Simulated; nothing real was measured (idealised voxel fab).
process module | voxel air gaps
cross-section cut | 175 nm wide | cells 5 nm
A cross-section is a grid of square cells, given in bands from the top down. A band is one or more rows of cells.
Each band's line starts with the height of the band's top and of its bottom, in nm. Then come its materials from left to right, each with its width in nm. One material with "throughout" fills the band from edge to edge. "air" is empty space.
Height 0 is the level under which the wafer as received is all one material. The lowest band goes on downwards, as in "0 down".
A width such as "30 to 40" changes by the same amount from each row of cells to the next, from the band's top row to its bottom row.
"no change" after a step means that no cell of the cross-section changed.
closed voids: empty space of 8 cells or more with no open way to the top, each as width x height at its distance from the left edge, in nm
after a step's settings: what the simulator itself notes on the step
overlay nm, on a step with a mask: how far to the right of its planned place the mask lay; to the left if negative
plan
1 op RECEIVE | material Si
2 op CONFORMAL_DEP | material SiO2 | thk nm 10
3 op CONFORMAL_DEP | material SiN | thk nm 5
4 op DIRECTIONAL_DEP | material SiO2 | thk nm 35
5 op DIRECTIONAL_DEP | material aC | thk nm 15
6 op PATTERN | tone open | mask id LINES | material resist | width nm 25 | pitch nm 50 | thk nm 30 | overlay nm 0
7 op DIRECTIONAL_ETCH | etch materials aC | depth nm 15
8 op STRIP | etch materials resist
9 op DIRECTIONAL_ETCH | etch materials SiO2 | depth nm 35
10 op STRIP | etch materials aC
11 op CONFORMAL_DEP | material TiN | thk nm 5
12 op FILL_DEP | material Cu | thk nm 5
13 op CMP | height nm 50
14 op EPI | material Ru | thk nm 10
15 op SELECTIVE_ETCH | etch materials SiO2 | depth nm 45
16 op CONFORMAL_DEP | material SiN | thk nm 5
first wafer, as planned
as received, after step 1
  0 down: Si throughout
  closed voids: none
after step 2
  10 to 0: SiO2 throughout
  below 0: unchanged
after step 3
  15 to 10: SiN throughout
  below 10: unchanged
after step 4
  50 to 15: SiO2 throughout
  below 15: unchanged
after step 5
  65 to 50: aC throughout
  below 50: unchanged
after step 6
  95 to 65: resist 25 | air 25 | resist 25 | air 25 | resist 25 | air 25 | resist 25
  below 65: unchanged
after step 7
  80 to 65: resist 25 | air 25 | resist 25 | air 25 | resist 25 | air 25 | resist 25
  65 to 50: aC 25 | air 25 | aC 25 | air 25 | aC 25 | air 25 | aC 25
  below 50: unchanged
after step 8
  65 to 50: aC 25 | air 25 | aC 25 | air 25 | aC 25 | air 25 | aC 25
  below 50: unchanged
after step 9
  65 to 50: aC 25 | air 25 | aC 25 | air 25 | aC 25 | air 25 | aC 25
  50 to 15: SiO2 25 | air 25 | SiO2 25 | air 25 | SiO2 25 | air 25 | SiO2 25
  below 15: unchanged
after step 10
  50 to 15: SiO2 25 | air 25 | SiO2 25 | air 25 | SiO2 25 | air 25 | SiO2 25
  below 15: unchanged
after step 11
  55 to 50: TiN 30 | air 15 | TiN 35 | air 15 | TiN 35 | air 15 | TiN 30
  50 to 20: SiO2 25 | TiN 5 | air 15 | TiN 5 | SiO2 25 | TiN 5 | air 15 | TiN 5 | SiO2 25 | TiN 5 | air 15 | TiN 5 | SiO2 25
  20 to 15: SiO2 25 | TiN 25 | SiO2 25 | TiN 25 | SiO2 25 | TiN 25 | SiO2 25
  below 15: unchanged
after step 12
  60 to 55: Cu throughout
  55 to 50: TiN 30 | Cu 15 | TiN 35 | Cu 15 | TiN 35 | Cu 15 | TiN 30
  50 to 20: SiO2 25 | TiN 5 | Cu 15 | TiN 5 | SiO2 25 | TiN 5 | Cu 15 | TiN 5 | SiO2 25 | TiN 5 | Cu 15 | TiN 5 | SiO2 25
  below 20: unchanged
after step 13
  50 to 20: SiO2 25 | TiN 5 | Cu 15 | TiN 5 | SiO2 25 | TiN 5 | Cu 15 | TiN 5 | SiO2 25 | TiN 5 | Cu 15 | TiN 5 | SiO2 25
  below 20: unchanged
after step 14
  60 to 50: air 15 | Ru 45 | air 5 | Ru 45 | air 5 | Ru 45 | air 15
  below 50: unchanged
after step 15
  60 to 50: air 15 | Ru 45 | air 5 | Ru 45 | air 5 | Ru 45 | air 15
  50 to 20: air 25 | TiN 5 | Cu 15 | TiN 5 | air 25 | TiN 5 | Cu 15 | TiN 5 | air 25 | TiN 5 | Cu 15 | TiN 5 | air 25
  20 to 15: air 25 | TiN 25 | air 25 | TiN 25 | air 25 | TiN 25 | air 25
  below 15: unchanged
after step 16
  65 to 60: air 10 | SiN 155 | air 10
  60 to 50: air 10 | SiN 5 | Ru 45 | SiN 5 | Ru 45 | SiN 5 | Ru 45 | SiN 5 | air 10
  50 to 45: air 10 | SiN 15 | TiN 5 | Cu 15 | TiN 5 | SiN 25 | TiN 5 | Cu 15 | TiN 5 | SiN 25 | TiN 5 | Cu 15 | TiN 5 | SiN 15 | air 10
  45 to 20: air 20 | SiN 5 | TiN 5 | Cu 15 | TiN 5 | SiN 5 | air 15 | SiN 5 | TiN 5 | Cu 15 | TiN 5 | SiN 5 | air 15 | SiN 5 | TiN 5 | Cu 15 | TiN 5 | SiN 5 | air 20
  20 to 15: SiN 25 | TiN 25 | SiN 25 | TiN 25 | SiN 25 | TiN 25 | SiN 25
  below 15: unchanged
  closed voids: 15 x 25 at 55; 15 x 25 at 105
second wafer: like start, like plan, one mistake. Through step 13 it matches the first wafer
when step 14 should have ended
  70 to 50: air 5 | Ru 165 | air 5
  below 50: unchanged
when step 15 should have ended
  70 to 50: air 5 | Ru 165 | air 5
  50 to 20: air 25 | TiN 5 | Cu 15 | TiN 5 | SiO2 25 | TiN 5 | Cu 15 | TiN 5 | SiO2 25 | TiN 5 | Cu 15 | TiN 5 | air 25
  20 to 15: air 25 | TiN 25 | SiO2 25 | TiN 25 | SiO2 25 | TiN 25 | air 25
  below 15: unchanged
when step 16 should have ended
  75 to 70: SiN throughout
  70 to 50: SiN 5 | Ru 165 | SiN 5
  50 to 45: SiN 25 | TiN 5 | Cu 15 | TiN 5 | SiO2 25 | TiN 5 | Cu 15 | TiN 5 | SiO2 25 | TiN 5 | Cu 15 | TiN 5 | SiN 25
  45 to 20: air 20 | SiN 5 | TiN 5 | Cu 15 | TiN 5 | SiO2 25 | TiN 5 | Cu 15 | TiN 5 | SiO2 25 | TiN 5 | Cu 15 | TiN 5 | SiN 5 | air 20
  20 to 15: SiN 25 | TiN 25 | SiO2 25 | TiN 25 | SiO2 25 | TiN 25 | SiN 25
  below 15: unchanged
  closed voids: 20 x 25 at 0; 20 x 25 at 155
what went wrong: step 14 was run twice
at the end the second wafer has, in cells: 78 more of Ru | 32 fewer of SiN | 70 more of SiO2
